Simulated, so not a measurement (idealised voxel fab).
Herein follows the process module entitled voxel ribs on slabs.
Pictured: cross-section cut, 140 nm wide, on a grid of 5 nm square cells.
Think of the cross-section as a grid of square cells. We describe it in bands, top to bottom, and each band covers one or more rows of those cells.
Band: top height; bottom height; in nm. Then, left to right: material with width in nm, for each material. "edge to edge": a single material spanning edge to edge. "air": empty space.
Heights are expressed relative to 0, this being the level below which the as-received wafer comprises one material exclusively. The lowest band is unbounded in the downward direction and is denoted as in "top 0, no bottom".
A width such as "30->40" changes by the same amount from each row of cells to the next, from the band's top row to its bottom row.
"no change" for a step: no cell of the cross-section changed in that step.
"Entrapped void list" means: voids of 8 cells or more that are shut off from the top with no open way through. Written width x height at distance, distance from the left edge, in nm.
It should be noted that, on the line of a given step, the content following the step's settings is a remark produced by the simulator itself with respect to that step.
A step line may carry the setting "overlay nm", which, for steps involving a mask, states the distance by which the mask lay to the right of its intended position; negative values denote displacement to the left.
[Listed below are the process steps as planned]
step 1: RECEIVE (material Si)
step 2: DIRECTIONAL_DEP (material SiO2; thk nm 30)
step 3: DIRECTIONAL_DEP (material polySi; thk nm 15)
step 4: MASKED_ETCH (tone cover; mask id RIB; width nm 20; etch materials polySi; depth nm 5; overlay nm 0)
step 5: PATTERN (tone cover; mask id SLAB; material resist; width nm 90; thk nm 15; overlay nm 0)
step 6: DIRECTIONAL_ETCH (etch materials polySi; depth nm 10)
step 7: STRIP (etch materials resist)
step 8: FILL_DEP (material SiO2; thk nm 30)
step 9: CMP (height nm 65)
step 10: DIRECTIONAL_DEP (material W; thk nm 10)
step 11: PATTERN (tone cover; mask id HEATER; material resist; width nm 40; thk nm 15; overlay nm 0)
step 12: DIRECTIONAL_ETCH (etch materials W; depth nm 10)
step 13: STRIP (etch materials resist)
step 14: CONFORMAL_DEP (material SiO2; thk nm 10)
Quick note for whoever runs this: the wafers start identical, but the width nm at step 4 isn't the same across them. The plan just shows what the first wafer had.
[First wafer of several, as received: cross-section after step 1]
    top 0, no bottom: Si edge to edge
    Entrapped void list: none
[Per wafer (row), end of module: delta in cells per material since receipt, (+) for gained, (-) for lost; closed voids after that]
width nm 20 | +388 SiO2 | +16 W | +40 polySi | Entrapped void list: none
width nm 25 | +387 SiO2 | +16 W | +41 polySi | Entrapped void list: none
width nm 30 | +386 SiO2 | +16 W | +42 polySi | Entrapped void list: none
width nm 35 | +385 SiO2 | +16 W | +43 polySi | Entrapped void list: none
width nm 40 | +384 SiO2 | +16 W | +44 polySi | Entrapped void list: none
width nm 45 | +383 SiO2 | +16 W | +45 polySi | Entrapped void list: none
